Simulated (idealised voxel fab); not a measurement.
Module name: voxel quadruple lines (process module)
Cross-section cut: width 230 nm, square cells of 5 nm.
A cross-section is a grid of square cells, given in bands from the top down. A band is one or more rows of cells. What a band's entry tells you: where the top is and where the bottom is, as heights in nm, and after that what lies inside, material by material from left to right, each with its width in nm. Empty space is written as the word "air", and a single material marked with the word "all across" occupies the band from edge to edge. Convention: height 0 is the level below which the wafer, as received, is all one material. The lowest band does not terminate at the bottom but continues downward, represented as "0 -> down". The two numbers in a width such as "30..40" mark its ends across the band: the first belongs to the top row of cells, the second to the bottom row, and from each row to the next the width moves by the same amount. No cell of the cross-section changed in a step that is given as "same as before". Entry "Internal closed voids" = empty spaces >= 8 cells with no open way to the top; each as width x height at distance, distance from left edge, all nm. That trailing text on a step's line, after the settings, is the simulator's own remark on the step. If you see "overlay nm" on a step's line and that step has a mask, it's telling you how far right of where it was planned the mask ended up; a negative number means it went left instead.

# Here's what the planned process steps look like
1 op RECEIVE | material Si
2 op CONFORMAL_DEP | material SiO2 | thk nm 5
3 op DIRECTIONAL_DEP | material W | thk nm 15
4 op DIRECTIONAL_DEP | material polySi | thk nm 20
5 op DIRECTIONAL_DEP | material aC | thk nm 20
6 op PATTERN | tone cover | mask id MANDREL | material resist | width nm 30 | pitch nm 80 | thk nm 25 | overlay nm 0
7 op DIRECTIONAL_ETCH | etch materials aC | depth nm 20
8 op STRIP | etch materials resist
9 op CONFORMAL_DEP | material SiO2 | thk nm 10
10 op DIRECTIONAL_ETCH | etch materials SiO2 | depth nm 10
11 op STRIP | etch materials aC
12 op DIRECTIONAL_ETCH | etch materials polySi | depth nm 20
13 op STRIP | etch materials SiO2
14 op CONFORMAL_DEP | material SiCN | thk nm 10
15 op DIRECTIONAL_ETCH | etch materials SiCN | depth nm 10
16 op STRIP | etch materials polySi
17 op DIRECTIONAL_ETCH | etch materials W | depth nm 15
18 op STRIP | etch materials SiCN
19 op FILL_DEP | material SiO2 | thk nm 5
20 op CMP | height nm 20

# Wafer cross-section on receipt, i.e. after step 1
* 0 -> down | Si all across
* Internal closed voids: none

# Module complete, cross-section. Starting point and plan per above. One mistake made in running the module
* 20 -> 5 | polySi all across
* 5 -> 0 | SiO2 all across
* 0 -> down | Si all across
* Internal closed voids: none
The plan and the run diverged here: it was found that steps 3 and 4 of the process plan had been performed in exchanged positions
